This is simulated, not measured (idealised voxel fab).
process module | voxel released beams
cross-section cut | 140 nm wide | cells 5 nm
A cross-section is a grid of square cells, given in bands from the top down. A band is one or more rows of cells.
Each band's line starts with the height of the band's top and of its bottom, in nm. Then come its materials from left to right, each with its width in nm. One material with "throughout" fills the band from edge to edge. "air" is empty space.
Height 0 is the level under which the wafer as received is all one material. The lowest band goes on downwards, as in "0 down".
A width such as "30 to 40" changes by the same amount from each row of cells to the next, from the band's top row to its bottom row.
"no change" after a step means that no cell of the cross-section changed.
closed voids: empty space of 8 cells or more with no open way to the top, each as width x height at its distance from the left edge, in nm
after a step's settings: what the simulator itself notes on the step
overlay nm, on a step with a mask: how far to the right of its planned place the mask lay; to the left if negative
plan
1 op RECEIVE | material Si
2 op CONFORMAL_DEP | material SiN | thk nm 10
3 op DIRECTIONAL_DEP | material SiO2 | thk nm 10
4 op MASKED_ETCH | tone open | mask id ANCHOR | width nm 35 | etch materials SiO2 | depth nm 10 | overlay nm 0
5 op CONFORMAL_DEP | material polySi | thk nm 15
6 op DIRECTIONAL_DEP | material aC | thk nm 15
7 op PATTERN | tone cover | mask id BEAM | material resist | width nm 80 | thk nm 35 | overlay nm 0
8 op DIRECTIONAL_ETCH | etch materials aC | depth nm 15
9 op STRIP | etch materials resist
10 op DIRECTIONAL_ETCH | etch materials polySi | depth nm 15
11 op STRIP | etch materials aC
12 op STRIP | etch materials SiO2
first wafer, as planned
as received, after step 1
  0 down: Si throughout
  closed voids: none
after step 2
  10 to 0: SiN throughout
  below 0: unchanged
after step 3
  20 to 10: SiO2 throughout
  below 10: unchanged
after step 4
  20 to 10: SiO2 30 | air 35 | SiO2 75
  below 10: unchanged
after step 5
  35 to 25: polySi 45 | air 5 | polySi 90
  25 to 20: polySi throughout
  20 to 10: SiO2 30 | polySi 35 | SiO2 75
  below 10: unchanged
after step 6
  50 to 40: aC 45 | air 5 | aC 90
  40 to 35: aC throughout
  35 to 25: polySi 45 | aC 5 | polySi 90
  below 25: unchanged
after step 7
  85 to 50: air 25 | resist 80 | air 35
  50 to 40: aC 45 | resist 5 | aC 90
  below 40: unchanged
after step 8
  70 to 50: air 25 | resist 80 | air 35
  50 to 40: air 25 | aC 20 | resist 5 | aC 55 | air 35
  40 to 35: air 25 | aC 80 | air 35
  below 35: unchanged
after step 9
  50 to 40: air 25 | aC 20 | air 5 | aC 55 | air 35
  below 40: unchanged
after step 10
  50 to 40: air 25 | aC 20 | air 5 | aC 55 | air 35
  40 to 35: air 25 | aC 80 | air 35
  35 to 25: air 25 | polySi 20 | aC 5 | polySi 55 | air 35
  25 to 20: air 25 | polySi 80 | air 35
  below 20: unchanged
after step 11
  35 to 25: air 25 | polySi 20 | air 5 | polySi 55 | air 35
  below 25: unchanged
after step 12
  35 to 25: air 25 | polySi 20 | air 5 | polySi 55 | air 35
  25 to 20: air 25 | polySi 80 | air 35
  20 to 10: air 30 | polySi 35 | air 75
  below 10: unchanged
second wafer: like start, like plan, one mistake. Through step 1 it matches the first wafer
when step 2 should have ended: no change
when step 3 should have ended
  10 to 0: SiO2 throughout
  below 0: unchanged
when step 4 should have ended
  10 to 0: SiO2 30 | air 35 | SiO2 75
  below 0: unchanged
when step 5 should have ended
  25 to 15: polySi 45 | air 5 | polySi 90
  15 to 10: polySi throughout
  10 to 0: SiO2 30 | polySi 35 | SiO2 75
  below 0: unchanged
when step 6 should have ended
  40 to 30: aC 45 | air 5 | aC 90
  30 to 25: aC throughout
  25 to 15: polySi 45 | aC 5 | polySi 90
  below 15: unchanged
when step 7 should have ended
  75 to 40: air 25 | resist 80 | air 35
  40 to 30: aC 45 | resist 5 | aC 90
  below 30: unchanged
when step 8 should have ended
  60 to 40: air 25 | resist 80 | air 35
  40 to 30: air 25 | aC 20 | resist 5 | aC 55 | air 35
  30 to 25: air 25 | aC 80 | air 35
  below 25: unchanged
when step 9 should have ended
  40 to 30: air 25 | aC 20 | air 5 | aC 55 | air 35
  below 30: unchanged
when step 10 should have ended
  40 to 30: air 25 | aC 20 | air 5 | aC 55 | air 35
  30 to 25: air 25 | aC 80 | air 35
  25 to 15: air 25 | polySi 20 | aC 5 | polySi 55 | air 35
  15 to 10: air 25 | polySi 80 | air 35
  below 10: unchanged
when step 11 should have ended
  25 to 15: air 25 | polySi 20 | air 5 | polySi 55 | air 35
  below 15: unchanged
when step 12 should have ended
  25 to 15: air 25 | polySi 20 | air 5 | polySi 55 | air 35
  15 to 10: air 25 | polySi 80 | air 35
  10 to 0: air 30 | polySi 35 | air 75
  below 0: unchanged
what went wrong: step 2 was left out
at the end the second wafer has, in cells: 56 fewer of SiN
